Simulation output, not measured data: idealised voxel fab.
The process module that follows is named voxel wiring stack.
Section cut is 220 nm wide and gridded with 5 nm square cells.
A cross-section is written here as square cells arranged in a grid, and it is given in bands from the top down, each band taking up one or more rows of cells. Each band's line starts with the height of the band's top and of its bottom, in nm. Then come its materials from left to right, each with its width in nm. One material with "throughout" fills the band from edge to edge. "air" is empty space. For the purposes of this specification, 0 denotes the height below which the wafer in its as-received condition is composed wholly of one material, and the lowermost band, lacking a lower limit, extends downward without end, as expressed in "0 -> down". A width given as "30..40" starts at the first number in the band's top row and ends at the second number in its bottom row, shifting by an equal amount at every step from row to row. It should be understood that the words "no modifications", when stated for a given step, signify that the cross-section underwent no change in any of its cells during that step. Empty spaces counting at least 8 cells and having no open way to the top are listed in "Entrapped void list". The notation width x height at distance is used for each, the distance being from the left edge and all three values in nm. Past the settings on a step's line: simulator remark, on that step. Among the settings permitted on a step's line is "overlay nm"; applied to a step with a mask, it specifies the extent to which the mask lay to the right of its planned position, whereas a negative figure signifies a position to the left. Note on reading: below, each pair holds a cross-section from before one process step and one from after it; the one from after shows only down to the lowest band that changed. Beneath the pair, the step in between is stated along with its settings. The pairs can stem from different runs of this module on the same starting wafer. Where a pair's entry headed "Status before step" says so, and only there, that pair continues from the pair above it.

-- Status before step
- 0 -> down: Si throughout
- Entrapped void list: none

-- Post-Step Cross-Section
- 15 -> 0: SiO2 throughout
- Whatever lies below 0 is exactly as it was before.
- Entrapped void list: none
In between the cross-sections above, the run called for CONFORMAL_DEP, material SiO2, thk nm 15

Status before step: It is represented by the cross-section appearing after the step of the pair directly above.

-- Post-Step Cross-Section
- 20 -> 15: SiN throughout
- Whatever lies below 15 is exactly as it was before.
- Entrapped void list: none
In between the cross-sections above, the run called for CONFORMAL_DEP, material SiN, thk nm 5

Status before step: It is represented by the cross-section appearing after the step of the pair directly above.

-- Post-Step Cross-Section
- 45 -> 20: SiO2 throughout
- Whatever lies below 20 is exactly as it was before.
- Entrapped void list: none
In between the cross-sections above, the run called for DIRECTIONAL_DEP, material SiO2, thk nm 25

Status before step: It is represented by the cross-section appearing after the step of the pair directly above.

-- Post-Step Cross-Section
- 60 -> 45: aC throughout
- Whatever lies below 45 is exactly as it was before.
- Entrapped void list: none
In between the cross-sections above, the run called for DIRECTIONAL_DEP, material aC, thk nm 15

Status before step: It is represented by the cross-section appearing after the step of the pair directly above.

-- Post-Step Cross-Section
- 95 -> 60: resist 20 nm, then air 30 nm, then resist 20 nm, then air 30 nm, then resist 20 nm, then air 30 nm, then resist 20 nm, then air 30 nm, then resist 20 nm
- Whatever lies below 60 is exactly as it was before.
- Entrapped void list: none
In between the cross-sections above, the run called for PATTERN, tone open, mask id METAL_1, material resist, width nm 30, pitch nm 50, thk nm 35, overlay nm 0

Status before step: It is represented by the cross-section appearing after the step of the pair directly above.

-- Post-Step Cross-Section
- 80 -> 60: resist 20 nm, then air 30 nm, then resist 20 nm, then air 30 nm, then resist 20 nm, then air 30 nm, then resist 20 nm, then air 30 nm, then resist 20 nm
- 60 -> 45: aC 20 nm, then air 30 nm, then aC 20 nm, then air 30 nm, then aC 20 nm, then air 30 nm, then aC 20 nm, then air 30 nm, then aC 20 nm
- Whatever lies below 45 is exactly as it was before.
- Entrapped void list: none
In between the cross-sections above, the run called for DIRECTIONAL_ETCH, etch materials aC, depth nm 15

Status before step: It is represented by the cross-section appearing after the step of the pair directly above.

-- Post-Step Cross-Section
- 60 -> 45: aC 20 nm, then air 30 nm, then aC 20 nm, then air 30 nm, then aC 20 nm, then air 30 nm, then aC 20 nm, then air 30 nm, then aC 20 nm
- Whatever lies below 45 is exactly as it was before.
- Entrapped void list: none
In between the cross-sections above, the run called for STRIP, etch materials resist

Status before step: It is represented by the cross-section appearing after the step of the pair directly above.

-- Post-Step Cross-Section
- 60 -> 45: aC 20 nm, then air 30 nm, then aC 20 nm, then air 30 nm, then aC 20 nm, then air 30 nm, then aC 20 nm, then air 30 nm, then aC 20 nm
- 45 -> 20: SiO2 20 nm, then air 30 nm, then SiO2 20 nm, then air 30 nm, then SiO2 20 nm, then air 30 nm, then SiO2 20 nm, then air 30 nm, then SiO2 20 nm
- Whatever lies below 20 is exactly as it was before.
- Entrapped void list: none
In between the cross-sections above, the run called for DIRECTIONAL_ETCH, etch materials SiO2, depth nm 25

Status before step: It is represented by the cross-section appearing after the step of the pair directly above.

-- Post-Step Cross-Section
- 60 -> 45: aC 20 nm, then air 30 nm, then aC 20 nm, then air 30 nm, then aC 20 nm, then air 30 nm, then aC 20 nm, then air 30 nm, then aC 20 nm
- 45 -> 20: SiO2 20 nm, then air 30 nm, then SiO2 20 nm, then air 30 nm, then SiO2 20 nm, then air 30 nm, then SiO2 20 nm, then air 30 nm, then SiO2 20 nm
- 20 -> 15: SiN 20 nm, then air 30 nm, then SiN 20 nm, then air 30 nm, then SiN 20 nm, then air 30 nm, then SiN 20 nm, then air 30 nm, then SiN 20 nm
- Whatever lies below 15 is exactly as it was before.
- Entrapped void list: none
In between the cross-sections above, the run called for DIRECTIONAL_ETCH, etch materials SiN, depth nm 5

Status before step: It is represented by the cross-section appearing after the step of the pair directly above.

-- Post-Step Cross-Section
- 45 -> 20: SiO2 20 nm, then air 30 nm, then SiO2 20 nm, then air 30 nm, then SiO2 20 nm, then air 30 nm, then SiO2 20 nm, then air 30 nm, then SiO2 20 nm
- Whatever lies below 20 is exactly as it was before.
- Entrapped void list: none
In between the cross-sections above, the run called for STRIP, etch materials aC

Status before step: It is represented by the cross-section appearing after the step of the pair directly above.

-- Post-Step Cross-Section
- 50 -> 45: TiN 25 nm, then air 20 nm, then TiN 30 nm, then air 20 nm, then TiN 30 nm, then air 20 nm, then TiN 30 nm, then air 20 nm, then TiN 25 nm
- 45 -> 20: SiO2 20 nm, then TiN 5 nm, then air 20 nm, then TiN 5 nm, then SiO2 20 nm, then TiN 5 nm, then air 20 nm, then TiN 5 nm, then SiO2 20 nm, then TiN 5 nm, then air 20 nm, then TiN 5 nm, then SiO2 20 nm, then TiN 5 nm, then air 20 nm, then TiN 5 nm, then SiO2 20 nm
- 20 -> 15: SiN 20 nm, then TiN 30 nm, then SiN 20 nm, then TiN 30 nm, then SiN 20 nm, then TiN 30 nm, then SiN 20 nm, then TiN 30 nm, then SiN 20 nm
- Whatever lies below 15 is exactly as it was before.
- Entrapped void list: none
In between the cross-sections above, the run called for CONFORMAL_DEP, material TiN, thk nm 5

Status before step: It is represented by the cross-section appearing after the step of the pair directly above.

-- Post-Step Cross-Section
- 55 -> 50: W throughout
- 50 -> 45: TiN 25 nm, then W 20 nm, then TiN 30 nm, then W 20 nm, then TiN 30 nm, then W 20 nm, then TiN 30 nm, then W 20 nm, then TiN 25 nm
- 45 -> 20: SiO2 20 nm, then TiN 5 nm, then W 20 nm, then TiN 5 nm, then SiO2 20 nm, then TiN 5 nm, then W 20 nm, then TiN 5 nm, then SiO2 20 nm, then TiN 5 nm, then W 20 nm, then TiN 5 nm, then SiO2 20 nm, then TiN 5 nm, then W 20 nm, then TiN 5 nm, then SiO2 20 nm
- Whatever lies below 20 is exactly as it was before.
- Entrapped void list: none
In between the cross-sections above, the run called for FILL_DEP, material W, thk nm 5

Status before step: It is represented by the cross-section appearing after the step of the pair directly above.

-- Post-Step Cross-Section
- 45 -> 20: SiO2 20 nm, then TiN 5 nm, then W 20 nm, then TiN 5 nm, then SiO2 20 nm, then TiN 5 nm, then W 20 nm, then TiN 5 nm, then SiO2 20 nm, then TiN 5 nm, then W 20 nm, then TiN 5 nm, then SiO2 20 nm, then TiN 5 nm, then W 20 nm, then TiN 5 nm, then SiO2 20 nm
- Whatever lies below 20 is exactly as it was before.
- Entrapped void list: none
In between the cross-sections above, the run called for CMP, height nm 45

Status before step: It is represented by the cross-section appearing after the step of the pair directly above.

-- Post-Step Cross-Section
- 50 -> 45: air 15 nm, then Ru 40 nm, then air 10 nm, then Ru 40 nm, then air 10 nm, then Ru 40 nm, then air 10 nm, then Ru 40 nm, then air 15 nm
- Whatever lies below 45 is exactly as it was before.
- Entrapped void list: none
In between the cross-sections above, the run called for EPI, material Ru, thk nm 5

Status before step: It is represented by the cross-section appearing after the step of the pair directly above.

-- Post-Step Cross-Section
- 55 -> 50: SiCN throughout
- 50 -> 45: SiCN 15 nm, then Ru 40 nm, then SiCN 10 nm, then Ru 40 nm, then SiCN 10 nm, then Ru 40 nm, then SiCN 10 nm, then Ru 40 nm, then SiCN 15 nm
- Whatever lies below 45 is exactly as it was before.
- Entrapped void list: none
In between the cross-sections above, the run called for FILL_DEP, material SiCN, thk nm 5

Status before step: It is represented by the cross-section appearing after the step of the pair directly above.

-- Post-Step Cross-Section
- 90 -> 55: lowk throughout
- Whatever lies below 55 is exactly as it was before.
- Entrapped void list: none
In between the cross-sections above, the run called for DIRECTIONAL_DEP, material lowk, thk nm 35

Status before step: It is represented by the cross-section appearing after the step of the pair directly above.

-- Post-Step Cross-Section
- 90 -> 70: lowk 20 nm, then air 30 nm, then lowk 20 nm, then air 30 nm, then lowk 20 nm, then air 30 nm, then lowk 20 nm, then air 30 nm, then lowk 20 nm
- Whatever lies below 70 is exactly as it was before.
- Entrapped void list: none
In between the cross-sections above, the run called for MASKED_ETCH, tone open, mask id METAL_2, width nm 30, pitch nm 50, etch materials lowk, depth nm 20, overlay nm 0

Status before step: It is represented by the cross-section appearing after the step of the pair directly above.

-- Post-Step Cross-Section
- 90 -> 70: lowk 20 nm, then air 30 nm, then lowk 20 nm, then air 30 nm, then lowk 20 nm, then air 30 nm, then lowk 20 nm, then air 30 nm, then lowk 20 nm
- 70 -> 55: lowk 20 nm, then air 15 nm, then lowk 35 nm, then air 15 nm, then lowk 35 nm, then air 15 nm, then lowk 35 nm, then air 15 nm, then lowk 35 nm
- Whatever lies below 55 is exactly as it was before.
- Entrapped void list: none
In between the cross-sections above, the run called for MASKED_ETCH, tone open, mask id METAL_2_HOLES, width nm 15, pitch nm 50, etch materials lowk, depth nm 15, overlay nm 0

Status before step: It is represented by the cross-section appearing after the step of the pair directly above.

-- Post-Step Cross-Section
- 90 -> 70: lowk 20 nm, then air 30 nm, then lowk 20 nm, then air 30 nm, then lowk 20 nm, then air 30 nm, then lowk 20 nm, then air 30 nm, then lowk 20 nm
- 70 -> 55: lowk 20 nm, then air 15 nm, then lowk 35 nm, then air 15 nm, then lowk 35 nm, then air 15 nm, then lowk 35 nm, then air 15 nm, then lowk 35 nm
- 55 -> 50: SiCN 20 nm, then air 15 nm, then SiCN 35 nm, then air 15 nm, then SiCN 35 nm, then air 15 nm, then SiCN 35 nm, then air 15 nm, then SiCN 35 nm
- Whatever lies below 50 is exactly as it was before.
- Entrapped void list: none
In between the cross-sections above, the run called for MASKED_ETCH, tone open, mask id METAL_2_HOLES, width nm 15, pitch nm 50, etch materials SiCN, depth nm 5, overlay nm 0

Status before step: It is represented by the cross-section appearing after the step of the pair directly above.

-- Post-Step Cross-Section
- 95 -> 90: TiN 25 nm, then air 20 nm, then TiN 30 nm, then air 20 nm, then TiN 30 nm, then air 20 nm, then TiN 30 nm, then air 20 nm, then TiN 25 nm
- 90 -> 75: lowk 20 nm, then TiN 5 nm, then air 20 nm, then TiN 5 nm, then lowk 20 nm, then TiN 5 nm, then air 20 nm, then TiN 5 nm, then lowk 20 nm, then TiN 5 nm, then air 20 nm, then TiN 5 nm, then lowk 20 nm, then TiN 5 nm, then air 20 nm, then TiN 5 nm, then lowk 20 nm
- 75 -> 70: lowk 20 nm, then TiN 5 nm, then air 5 nm, then TiN 20 nm, then lowk 20 nm, then TiN 5 nm, then air 5 nm, then TiN 20 nm, then lowk 20 nm, then TiN 5 nm, then air 5 nm, then TiN 20 nm, then lowk 20 nm, then TiN 5 nm, then air 5 nm, then TiN 20 nm, then lowk 20 nm
- 70 -> 55: lowk 20 nm, then TiN 5 nm, then air 5 nm, then TiN 5 nm, then lowk 35 nm, then TiN 5 nm, then air 5 nm, then TiN 5 nm, then lowk 35 nm, then TiN 5 nm, then air 5 nm, then TiN 5 nm, then lowk 35 nm, then TiN 5 nm, then air 5 nm, then TiN 5 nm, then lowk 35 nm
- 55 -> 50: SiCN 20 nm, then TiN 15 nm, then SiCN 35 nm, then TiN 15 nm, then SiCN 35 nm, then TiN 15 nm, then SiCN 35 nm, then TiN 15 nm, then SiCN 35 nm
- Whatever lies below 50 is exactly as it was before.
- Entrapped void list: none
In between the cross-sections above, the run called for CONFORMAL_DEP, material TiN, thk nm 5

Status before step: It is represented by the cross-section appearing after the step of the pair directly above.

-- Post-Step Cross-Section
- 105 -> 95: Cu throughout
- 95 -> 90: TiN 25 nm, then Cu 20 nm, then TiN 30 nm, then Cu 20 nm, then TiN 30 nm, then Cu 20 nm, then TiN 30 nm, then Cu 20 nm, then TiN 25 nm
- 90 -> 75: lowk 20 nm, then TiN 5 nm, then Cu 20 nm, then TiN 5 nm, then lowk 20 nm, then TiN 5 nm, then Cu 20 nm, then TiN 5 nm, then lowk 20 nm, then TiN 5 nm, then Cu 20 nm, then TiN 5 nm, then lowk 20 nm, then TiN 5 nm, then Cu 20 nm, then TiN 5 nm, then lowk 20 nm
- 75 -> 70: lowk 20 nm, then TiN 5 nm, then Cu 5 nm, then TiN 20 nm, then lowk 20 nm, then TiN 5 nm, then Cu 5 nm, then TiN 20 nm, then lowk 20 nm, then TiN 5 nm, then Cu 5 nm, then TiN 20 nm, then lowk 20 nm, then TiN 5 nm, then Cu 5 nm, then TiN 20 nm, then lowk 20 nm
- 70 -> 55: lowk 20 nm, then TiN 5 nm, then Cu 5 nm, then TiN 5 nm, then lowk 35 nm, then TiN 5 nm, then Cu 5 nm, then TiN 5 nm, then lowk 35 nm, then TiN 5 nm, then Cu 5 nm, then TiN 5 nm, then lowk 35 nm, then TiN 5 nm, then Cu 5 nm, then TiN 5 nm, then lowk 35 nm
- Whatever lies below 55 is exactly as it was before.
- Entrapped void list: none
In between the cross-sections above, the run called for FILL_DEP, material Cu, thk nm 10

Status before step: It is represented by the cross-section appearing after the step of the pair directly above.

-- Post-Step Cross-Section
- 90 -> 75: lowk 20 nm, then TiN 5 nm, then Cu 20 nm, then TiN 5 nm, then lowk 20 nm, then TiN 5 nm, then Cu 20 nm, then TiN 5 nm, then lowk 20 nm, then TiN 5 nm, then Cu 20 nm, then TiN 5 nm, then lowk 20 nm, then TiN 5 nm, then Cu 20 nm, then TiN 5 nm, then lowk 20 nm
- Whatever lies below 75 is exactly as it was before.
- Entrapped void list: none
In between the cross-sections above, the run called for CMP, height nm 90

Status before step: It is represented by the cross-section appearing after the step of the pair directly above.

-- Post-Step Cross-Section
- 95 -> 90: SiCN throughout
- Whatever lies below 90 is exactly as it was before.
- Entrapped void list: none
In between the cross-sections above, the run called for CONFORMAL_DEP, material SiCN, thk nm 5

-- Status before step
- 105 -> 95: Cu throughout
- 95 -> 90: TiN 25 nm, then Cu 20 nm, then TiN 30 nm, then Cu 20 nm, then TiN 30 nm, then Cu 20 nm, then TiN 30 nm, then Cu 20 nm, then TiN 25 nm
- 90 -> 75: lowk 20 nm, then TiN 5 nm, then Cu 20 nm, then TiN 5 nm, then lowk 20 nm, then TiN 5 nm, then Cu 20 nm, then TiN 5 nm, then lowk 20 nm, then TiN 5 nm, then Cu 20 nm, then TiN 5 nm, then lowk 20 nm, then TiN 5 nm, then Cu 20 nm, then TiN 5 nm, then lowk 20 nm
- 75 -> 70: lowk 20 nm, then TiN 5 nm, then Cu 5 nm, then TiN 20 nm, then lowk 20 nm, then TiN 5 nm, then Cu 5 nm, then TiN 20 nm, then lowk 20 nm, then TiN 5 nm, then Cu 5 nm, then TiN 20 nm, then lowk 20 nm, then TiN 5 nm, then Cu 5 nm, then TiN 20 nm, then lowk 20 nm
- 70 -> 55: lowk 20 nm, then TiN 5 nm, then Cu 5 nm, then TiN 5 nm, then lowk 35 nm, then TiN 5 nm, then Cu 5 nm, then TiN 5 nm, then lowk 35 nm, then TiN 5 nm, then Cu 5 nm, then TiN 5 nm, then lowk 35 nm, then TiN 5 nm, then Cu 5 nm, then TiN 5 nm, then lowk 35 nm
- 55 -> 50: SiCN 20 nm, then TiN 15 nm, then SiCN 35 nm, then TiN 15 nm, then SiCN 35 nm, then TiN 15 nm, then SiCN 35 nm, then TiN 15 nm, then SiCN 35 nm
- 50 -> 45: SiCN 15 nm, then Ru 40 nm, then SiCN 10 nm, then Ru 40 nm, then SiCN 10 nm, then Ru 40 nm, then SiCN 10 nm, then Ru 40 nm, then SiCN 15 nm
- 45 -> 20: SiO2 20 nm, then TiN 5 nm, then W 20 nm, then TiN 5 nm, then SiO2 20 nm, then TiN 5 nm, then W 20 nm, then TiN 5 nm, then SiO2 20 nm, then TiN 5 nm, then W 20 nm, then TiN 5 nm, then SiO2 20 nm, then TiN 5 nm, then W 20 nm, then TiN 5 nm, then SiO2 20 nm
- 20 -> 15: SiN 20 nm, then TiN 30 nm, then SiN 20 nm, then TiN 30 nm, then SiN 20 nm, then TiN 30 nm, then SiN 20 nm, then TiN 30 nm, then SiN 20 nm
- 15 -> 0: SiO2 throughout
- 0 -> down: Si throughout
- Entrapped void list: none

-- Post-Step Cross-Section
- 110 -> 105: SiCN throughout
- Whatever lies below 105 is exactly as it was before.
- Entrapped void list: none
In between the cross-sections above, the run called for CONFORMAL_DEP, material SiCN, thk nm 5

-- Status before step
- 90 -> 55: lowk throughout
- 55 -> 50: SiCN throughout
- 50 -> 45: SiCN 15 nm, then Ru 40 nm, then SiCN 10 nm, then Ru 40 nm, then SiCN 10 nm, then Ru 40 nm, then SiCN 10 nm, then Ru 40 nm, then SiCN 15 nm
- 45 -> 20: SiO2 20 nm, then TiN 5 nm, then W 20 nm, then TiN 5 nm, then SiO2 20 nm, then TiN 5 nm, then W 20 nm, then TiN 5 nm, then SiO2 20 nm, then TiN 5 nm, then W 20 nm, then TiN 5 nm, then SiO2 20 nm, then TiN 5 nm, then W 20 nm, then TiN 5 nm, then SiO2 20 nm
- 20 -> 15: SiN 20 nm, then TiN 30 nm, then SiN 20 nm, then TiN 30 nm, then SiN 20 nm, then TiN 30 nm, then SiN 20 nm, then TiN 30 nm, then SiN 20 nm
- 15 -> 0: SiO2 throughout
- 0 -> down: Si throughout
- Entrapped void list: none

-- Post-Step Cross-Section
- 125 -> 55: lowk throughout
- Whatever lies below 55 is exactly as it was before.
- Entrapped void list: none
In between the cross-sections above, the run called for DIRECTIONAL_DEP, material lowk, thk nm 35

Status before step: It is represented by the cross-section appearing after the step of the pair directly above.

-- Post-Step Cross-Section
- 125 -> 105: lowk 20 nm, then air 30 nm, then lowk 20 nm, then air 30 nm, then lowk 20 nm, then air 30 nm, then lowk 20 nm, then air 30 nm, then lowk 20 nm
- Whatever lies below 105 is exactly as it was before.
- Entrapped void list: none
In between the cross-sections above, the run called for MASKED_ETCH, tone open, mask id METAL_2, width nm 30, pitch nm 50, etch materials lowk, depth nm 20, overlay nm 0

Status before step: It is represented by the cross-section appearing after the step of the pair directly above.

-- Post-Step Cross-Section
- 125 -> 105: lowk 20 nm, then air 30 nm, then lowk 20 nm, then air 30 nm, then lowk 20 nm, then air 30 nm, then lowk 20 nm, then air 30 nm, then lowk 20 nm
- 105 -> 90: lowk 20 nm, then air 15 nm, then lowk 35 nm, then air 15 nm, then lowk 35 nm, then air 15 nm, then lowk 35 nm, then air 15 nm, then lowk 35 nm
- Whatever lies below 90 is exactly as it was before.
- Entrapped void list: none
In between the cross-sections above, the run called for MASKED_ETCH, tone open, mask id METAL_2_HOLES, width nm 15, pitch nm 50, etch materials lowk, depth nm 15, overlay nm 0

Status before step: It is represented by the cross-section appearing after the step of the pair directly above.

-- Post-Step Cross-Section
- 130 -> 125: TiN 25 nm, then air 20 nm, then TiN 30 nm, then air 20 nm, then TiN 30 nm, then air 20 nm, then TiN 30 nm, then air 20 nm, then TiN 25 nm
- 125 -> 110: lowk 20 nm, then TiN 5 nm, then air 20 nm, then TiN 5 nm, then lowk 20 nm, then TiN 5 nm, then air 20 nm, then TiN 5 nm, then lowk 20 nm, then TiN 5 nm, then air 20 nm, then TiN 5 nm, then lowk 20 nm, then TiN 5 nm, then air 20 nm, then TiN 5 nm, then lowk 20 nm
- 110 -> 105: lowk 20 nm, then TiN 5 nm, then air 5 nm, then TiN 20 nm, then lowk 20 nm, then TiN 5 nm, then air 5 nm, then TiN 20 nm, then lowk 20 nm, then TiN 5 nm, then air 5 nm, then TiN 20 nm, then lowk 20 nm, then TiN 5 nm, then air 5 nm, then TiN 20 nm, then lowk 20 nm
- 105 -> 95: lowk 20 nm, then TiN 5 nm, then air 5 nm, then TiN 5 nm, then lowk 35 nm, then TiN 5 nm, then air 5 nm, then TiN 5 nm, then lowk 35 nm, then TiN 5 nm, then air 5 nm, then TiN 5 nm, then lowk 35 nm, then TiN 5 nm, then air 5 nm, then TiN 5 nm, then lowk 35 nm
- 95 -> 90: lowk 20 nm, then TiN 15 nm, then lowk 35 nm, then TiN 15 nm, then lowk 35 nm, then TiN 15 nm, then lowk 35 nm, then TiN 15 nm, then lowk 35 nm
- Whatever lies below 90 is exactly as it was before.
- Entrapped void list: none
In between the cross-sections above, the run called for CONFORMAL_DEP, material TiN, thk nm 5

Status before step: It is represented by the cross-section appearing after the step of the pair directly above.

-- Post-Step Cross-Section
- 140 -> 130: Cu throughout
- 130 -> 125: TiN 25 nm, then Cu 20 nm, then TiN 30 nm, then Cu 20 nm, then TiN 30 nm, then Cu 20 nm, then TiN 30 nm, then Cu 20 nm, then TiN 25 nm
- 125 -> 110: lowk 20 nm, then TiN 5 nm, then Cu 20 nm, then TiN 5 nm, then lowk 20 nm, then TiN 5 nm, then Cu 20 nm, then TiN 5 nm, then lowk 20 nm, then TiN 5 nm, then Cu 20 nm, then TiN 5 nm, then lowk 20 nm, then TiN 5 nm, then Cu 20 nm, then TiN 5 nm, then lowk 20 nm
- 110 -> 105: lowk 20 nm, then TiN 5 nm, then Cu 5 nm, then TiN 20 nm, then lowk 20 nm, then TiN 5 nm, then Cu 5 nm, then TiN 20 nm, then lowk 20 nm, then TiN 5 nm, then Cu 5 nm, then TiN 20 nm, then lowk 20 nm, then TiN 5 nm, then Cu 5 nm, then TiN 20 nm, then lowk 20 nm
- 105 -> 95: lowk 20 nm, then TiN 5 nm, then Cu 5 nm, then TiN 5 nm, then lowk 35 nm, then TiN 5 nm, then Cu 5 nm, then TiN 5 nm, then lowk 35 nm, then TiN 5 nm, then Cu 5 nm, then TiN 5 nm, then lowk 35 nm, then TiN 5 nm, then Cu 5 nm, then TiN 5 nm, then lowk 35 nm
- Whatever lies below 95 is exactly as it was before.
- Entrapped void list: none
In between the cross-sections above, the run called for FILL_DEP, material Cu, thk nm 10

Status before step: It is represented by the cross-section appearing after the step of the pair directly above.

-- Post-Step Cross-Section
- 90 -> 55: lowk throughout
- Whatever lies below 55 is exactly as it was before.
- Entrapped void list: none
In between the cross-sections above, the run called for CMP, height nm 90

Status before step: It is represented by the cross-section appearing after the step of the pair directly above.

-- Post-Step Cross-Section
- 95 -> 90: SiCN throughout
- Whatever lies below 90 is exactly as it was before.
- Entrapped void list: none
In between the cross-sections above, the run called for CONFORMAL_DEP, material SiCN, thk nm 5

-- Status before step
- 50 -> 45: air 15 nm, then Ru 40 nm, then air 10 nm, then Ru 40 nm, then air 10 nm, then Ru 40 nm, then air 10 nm, then Ru 40 nm, then air 15 nm
- 45 -> 20: SiO2 20 nm, then TiN 5 nm, then W 20 nm, then TiN 5 nm, then SiO2 20 nm, then TiN 5 nm, then W 20 nm, then TiN 5 nm, then SiO2 20 nm, then TiN 5 nm, then W 20 nm, then TiN 5 nm, then SiO2 20 nm, then TiN 5 nm, then W 20 nm, then TiN 5 nm, then SiO2 20 nm
- 20 -> 15: SiN 20 nm, then TiN 30 nm, then SiN 20 nm, then TiN 30 nm, then SiN 20 nm, then TiN 30 nm, then SiN 20 nm, then TiN 30 nm, then SiN 20 nm
- 15 -> 0: SiO2 throughout
- 0 -> down: Si throughout
- Entrapped void list: none

-- Post-Step Cross-Section
- 85 -> 80: air 15 nm, then lowk 40 nm, then air 10 nm, then lowk 40 nm, then air 10 nm, then lowk 40 nm, then air 10 nm, then lowk 40 nm, then air 15 nm
- 80 -> 50: lowk throughout
- 50 -> 45: lowk 15 nm, then Ru 40 nm, then lowk 10 nm, then Ru 40 nm, then lowk 10 nm, then Ru 40 nm, then lowk 10 nm, then Ru 40 nm, then lowk 15 nm
- Whatever lies below 45 is exactly as it was before.
- Entrapped void list: none
In between the cross-sections above, the run called for DIRECTIONAL_DEP, material lowk, thk nm 35

Status before step: It is represented by the cross-section appearing after the step of the pair directly above.

-- Post-Step Cross-Section
- 90 -> 85: SiCN throughout
- 85 -> 80: SiCN 15 nm, then lowk 40 nm, then SiCN 10 nm, then lowk 40 nm, then SiCN 10 nm, then lowk 40 nm, then SiCN 10 nm, then lowk 40 nm, then SiCN 15 nm
- Whatever lies below 80 is exactly as it was before.
- Entrapped void list: none
In between the cross-sections above, the run called for FILL_DEP, material SiCN, thk nm 5

Status before step: It is represented by the cross-section appearing after the step of the pair directly above.

-- Post-Step Cross-Section
- 90 -> 85: SiCN 20 nm, then air 15 nm, then SiCN 35 nm, then air 15 nm, then SiCN 35 nm, then air 15 nm, then SiCN 35 nm, then air 15 nm, then SiCN 35 nm
- Whatever lies below 85 is exactly as it was before.
- Entrapped void list: none
In between the cross-sections above, the run called for MASKED_ETCH, tone open, mask id METAL_2_HOLES, width nm 15, pitch nm 50, etch materials SiCN, depth nm 5, overlay nm 0

Status before step: It is represented by the cross-section appearing after the step of the pair directly above.

-- Post-Step Cross-Section
- 95 -> 90: TiN 25 nm, then air 5 nm, then TiN 45 nm, then air 5 nm, then TiN 45 nm, then air 5 nm, then TiN 45 nm, then air 5 nm, then TiN 40 nm
- 90 -> 85: SiCN 20 nm, then TiN 15 nm, then SiCN 35 nm, then TiN 15 nm, then SiCN 35 nm, then TiN 15 nm, then SiCN 35 nm, then TiN 15 nm, then SiCN 35 nm
- Whatever lies below 85 is exactly as it was before.
- Entrapped void list: none
In between the cross-sections above, the run called for CONFORMAL_DEP, material TiN, thk nm 5

Status before step: It is represented by the cross-section appearing after the step of the pair directly above.

-- Post-Step Cross-Section
- 105 -> 95: Cu throughout
- 95 -> 90: TiN 25 nm, then Cu 5 nm, then TiN 45 nm, then Cu 5 nm, then TiN 45 nm, then Cu 5 nm, then TiN 45 nm, then Cu 5 nm, then TiN 40 nm
- Whatever lies below 90 is exactly as it was before.
- Entrapped void list: none
In between the cross-sections above, the run called for FILL_DEP, material Cu, thk nm 10

Status before step: It is represented by the cross-section appearing after the step of the pair directly above.

-- Post-Step Cross-Section
- 90 -> 85: SiCN 20 nm, then TiN 15 nm, then SiCN 35 nm, then TiN 15 nm, then SiCN 35 nm, then TiN 15 nm, then SiCN 35 nm, then TiN 15 nm, then SiCN 35 nm
- Whatever lies below 85 is exactly as it was before.
- Entrapped void list: none
In between the cross-sections above, the run called for CMP, height nm 90

Status before step: It is represented by the cross-section appearing after the step of the pair directly above.

-- Post-Step Cross-Section
- 95 -> 90: SiCN throughout
- Whatever lies below 90 is exactly as it was before.
- Entrapped void list: none
In between the cross-sections above, the run called for CONFORMAL_DEP, material SiCN, thk nm 5

-- Status before step
- 105 -> 95: Cu throughout
- 95 -> 90: TiN 25 nm, then Cu 20 nm, then TiN 30 nm, then Cu 20 nm, then TiN 30 nm, then Cu 20 nm, then TiN 30 nm, then Cu 20 nm, then TiN 25 nm
- 90 -> 75: lowk 20 nm, then TiN 5 nm, then Cu 20 nm, then TiN 5 nm, then lowk 20 nm, then TiN 5 nm, then Cu 20 nm, then TiN 5 nm, then lowk 20 nm, then TiN 5 nm, then Cu 20 nm, then TiN 5 nm, then lowk 20 nm, then TiN 5 nm, then Cu 20 nm, then TiN 5 nm, then lowk 20 nm
- 75 -> 70: lowk 20 nm, then TiN 5 nm, then Cu 5 nm, then TiN 20 nm, then lowk 20 nm, then TiN 5 nm, then Cu 5 nm, then TiN 20 nm, then lowk 20 nm, then TiN 5 nm, then Cu 5 nm, then TiN 20 nm, then lowk 20 nm, then TiN 5 nm, then Cu 5 nm, then TiN 20 nm, then lowk 20 nm
- 70 -> 55: lowk 20 nm, then TiN 5 nm, then Cu 5 nm, then TiN 5 nm, then lowk 35 nm, then TiN 5 nm, then Cu 5 nm, then TiN 5 nm, then lowk 35 nm, then TiN 5 nm, then Cu 5 nm, then TiN 5 nm, then lowk 35 nm, then TiN 5 nm, then Cu 5 nm, then TiN 5 nm, then lowk 35 nm
- 55 -> 50: SiCN 20 nm, then TiN 15 nm, then SiCN 35 nm, then TiN 15 nm, then SiCN 35 nm, then TiN 15 nm, then SiCN 35 nm, then TiN 15 nm, then SiCN 35 nm
- 50 -> 45: SiCN 15 nm, then Ru 40 nm, then SiCN 10 nm, then Ru 40 nm, then SiCN 10 nm, then Ru 40 nm, then SiCN 10 nm, then Ru 40 nm, then SiCN 15 nm
- 45 -> 20: SiO2 20 nm, then TiN 5 nm, then W 20 nm, then TiN 5 nm, then SiO2 20 nm, then TiN 5 nm, then W 20 nm, then TiN 5 nm, then SiO2 20 nm, then TiN 5 nm, then W 20 nm, then TiN 5 nm, then SiO2 20 nm, then TiN 5 nm, then W 20 nm, then TiN 5 nm, then SiO2 20 nm
- 20 -> 15: SiN 20 nm, then TiN 30 nm, then SiN 20 nm, then TiN 30 nm, then SiN 20 nm, then TiN 30 nm, then SiN 20 nm, then TiN 30 nm, then SiN 20 nm
- 15 -> 0: SiO2 throughout
- 0 -> down: Si throughout
- Entrapped void list: none

-- Post-Step Cross-Section
- 95 -> 90: TiN 25 nm, then Cu 20 nm, then TiN 30 nm, then Cu 20 nm, then TiN 30 nm, then Cu 20 nm, then TiN 30 nm, then Cu 20 nm, then TiN 25 nm
- Whatever lies below 90 is exactly as it was before.
- Entrapped void list: none
In between the cross-sections above, the run called for CMP, height nm 95

Status before step: It is represented by the cross-section appearing after the step of the pair directly above.

-- Post-Step Cross-Section
- 100 -> 95: SiCN throughout
- Whatever lies below 95 is exactly as it was before.
- Entrapped void list: none
In between the cross-sections above, the run called for CONFORMAL_DEP, material SiCN, thk nm 5
